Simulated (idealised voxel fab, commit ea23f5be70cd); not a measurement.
Proc. module: voxel trench capacitor
The cross-section shown here is cut; it is 165 nm wide and divided into square cells measuring 5 nm on a side.
In what follows, cross-sections appear as grids of square cells, described through bands that run from the top down, where every band is one or more rows of cells.
Per band: top height and bottom height in nm, followed by the left-to-right materials and their widths in nm; "everywhere" marks a single material spanning edge to edge, "empty" marks empty space.
Heads up on the height convention: 0 is the point under which the incoming wafer is all one material, and the lowest band has no bottom, it just keeps going down, like "0..down".
With a width like "30->40", each row of cells in the band differs from the next by the same amount, the top row carrying the first number and the bottom row the second.
"nothing got changed" -> step changed no cross-section cell.
If an empty space has no open way to the top and is at least 8 cells in size, "Closed voids list" lists it, written width x height at distance, where distance is measured from the left edge and every value is in nm.
Step line, after settings: the simulator's comment on this step.
Steps that use a mask can have "overlay nm" on their line. It says how far the mask sat to the right of where it was meant to be. Negative means to the left.
## Process steps (planned)
1. RECEIVE with material Si
2. CONFORMAL_DEP with material SiN, thk nm 10
3. DIRECTIONAL_DEP with material aC, thk nm 10
4. PATTERN with tone open, mask id TRENCH, material resist, width nm 25, pitch nm 50, thk nm 30, overlay nm 0
5. DIRECTIONAL_ETCH with etch materials aC, depth nm 10
6. STRIP with etch materials resist
7. DIRECTIONAL_ETCH with etch materials SiN, depth nm 10
8. DIRECTIONAL_ETCH with etch materials Si, depth nm 30
9. STRIP with etch materials aC
10. CONFORMAL_DEP with material HfO2, thk nm 5
11. CONFORMAL_DEP with material TiN, thk nm 5
12. FILL_DEP with material W, thk nm 5
13. CMP with height nm 10
## Account of the first of two wafers, which was processed as intended
## As received (post step 1): cross-section
- 0..down: Si everywhere
- Closed voids list: none
## Wafer xsec, post step 2
- 10..0: SiN everywhere
- Below 0 it's all the same as before, nothing changed down there.
## Wafer xsec, post step 3
- 20..10: aC everywhere
- Below 10 it's all the same as before, nothing changed down there.
## Wafer xsec, post step 4
- 50..20: resist 45 | empty 25 | resist 25 | empty 25 | resist 45
- Below 20 it's all the same as before, nothing changed down there.
## Wafer xsec, post step 5
- 40..20: resist 45 | empty 25 | resist 25 | empty 25 | resist 45
- 20..10: aC 45 | empty 25 | aC 25 | empty 25 | aC 45
- Below 10 it's all the same as before, nothing changed down there.
## Wafer xsec, post step 6
- 20..10: aC 45 | empty 25 | aC 25 | empty 25 | aC 45
- Below 10 it's all the same as before, nothing changed down there.
## Wafer xsec, post step 7
- 20..10: aC 45 | empty 25 | aC 25 | empty 25 | aC 45
- 10..0: SiN 45 | empty 25 | SiN 25 | empty 25 | SiN 45
- Below 0 it's all the same as before, nothing changed down there.
## Wafer xsec, post step 8
- 20..10: aC 45 | empty 25 | aC 25 | empty 25 | aC 45
- 10..0: SiN 45 | empty 25 | SiN 25 | empty 25 | SiN 45
- 0..-30: Si 45 | empty 25 | Si 25 | empty 25 | Si 45
- Below -30 it's all the same as before, nothing changed down there.
## Wafer xsec, post step 9
- 10..0: SiN 45 | empty 25 | SiN 25 | empty 25 | SiN 45
- Below 0 it's all the same as before, nothing changed down there.
## Wafer xsec, post step 10
- 15..10: HfO2 50 | empty 15 | HfO2 35 | empty 15 | HfO2 50
- 10..0: SiN 45 | HfO2 5 | empty 15 | HfO2 5 | SiN 25 | HfO2 5 | empty 15 | HfO2 5 | SiN 45
- 0..-25: Si 45 | HfO2 5 | empty 15 | HfO2 5 | Si 25 | HfO2 5 | empty 15 | HfO2 5 | Si 45
- -25..-30: Si 45 | HfO2 25 | Si 25 | HfO2 25 | Si 45
- Below -30 it's all the same as before, nothing changed down there.
## Wafer xsec, post step 11
- 20..15: TiN 55 | empty 5 | TiN 45 | empty 5 | TiN 55
- 15..10: HfO2 50 | TiN 5 | empty 5 | TiN 5 | HfO2 35 | TiN 5 | empty 5 | TiN 5 | HfO2 50
- 10..0: SiN 45 | HfO2 5 | TiN 5 | empty 5 | TiN 5 | HfO2 5 | SiN 25 | HfO2 5 | TiN 5 | empty 5 | TiN 5 | HfO2 5 | SiN 45
- 0..-20: Si 45 | HfO2 5 | TiN 5 | empty 5 | TiN 5 | HfO2 5 | Si 25 | HfO2 5 | TiN 5 | empty 5 | TiN 5 | HfO2 5 | Si 45
- -20..-25: Si 45 | HfO2 5 | TiN 15 | HfO2 5 | Si 25 | HfO2 5 | TiN 15 | HfO2 5 | Si 45
- Below -25 it's all the same as before, nothing changed down there.
## Wafer xsec, post step 12
- 25..20: W everywhere
- 20..15: TiN 55 | W 5 | TiN 45 | W 5 | TiN 55
- 15..10: HfO2 50 | TiN 5 | W 5 | TiN 5 | HfO2 35 | TiN 5 | W 5 | TiN 5 | HfO2 50
- 10..0: SiN 45 | HfO2 5 | TiN 5 | W 5 | TiN 5 | HfO2 5 | SiN 25 | HfO2 5 | TiN 5 | W 5 | TiN 5 | HfO2 5 | SiN 45
- 0..-20: Si 45 | HfO2 5 | TiN 5 | W 5 | TiN 5 | HfO2 5 | Si 25 | HfO2 5 | TiN 5 | W 5 | TiN 5 | HfO2 5 | Si 45
- Below -20 it's all the same as before, nothing changed down there.
## Wafer xsec, post step 13
- 10..0: SiN 45 | HfO2 5 | TiN 5 | W 5 | TiN 5 | HfO2 5 | SiN 25 | HfO2 5 | TiN 5 | W 5 | TiN 5 | HfO2 5 | SiN 45
- Below 0 it's all the same as before, nothing changed down there.
## Wafer two. Identical start, identical plan. One mistake in execution. Identical history through step 9
Second wafer profile in section, at the moment step 10 of the plan was meant to be complete: nothing got changed
## Second wafer profile in section, at the moment step 11 of the plan was meant to be complete
- 15..10: TiN 50 | empty 15 | TiN 35 | empty 15 | TiN 50
- 10..0: SiN 45 | TiN 5 | empty 15 | TiN 5 | SiN 25 | TiN 5 | empty 15 | TiN 5 | SiN 45
- 0..-25: Si 45 | TiN 5 | empty 15 | TiN 5 | Si 25 | TiN 5 | empty 15 | TiN 5 | Si 45
- -25..-30: Si 45 | TiN 25 | Si 25 | TiN 25 | Si 45
- Below -30 it's all the same as before, nothing changed down there.
## Second wafer profile in section, at the moment step 12 of the plan was meant to be complete
- 20..15: W everywhere
- 15..10: TiN 50 | W 15 | TiN 35 | W 15 | TiN 50
- 10..0: SiN 45 | TiN 5 | W 15 | TiN 5 | SiN 25 | TiN 5 | W 15 | TiN 5 | SiN 45
- 0..-25: Si 45 | TiN 5 | W 15 | TiN 5 | Si 25 | TiN 5 | W 15 | TiN 5 | Si 45
- Below -25 it's all the same as before, nothing changed down there.
## Second wafer profile in section, at the moment step 13 of the plan was meant to be complete
- 10..0: SiN 45 | TiN 5 | W 15 | TiN 5 | SiN 25 | TiN 5 | W 15 | TiN 5 | SiN 45
- Below 0 it's all the same as before, nothing changed down there.
Here's what went sideways: step 10 of the plan was jumped over and never run
Final difference in cells, second wafer against first, listed per material as more or fewer: -38 HfO2, +8 TiN, +30 W
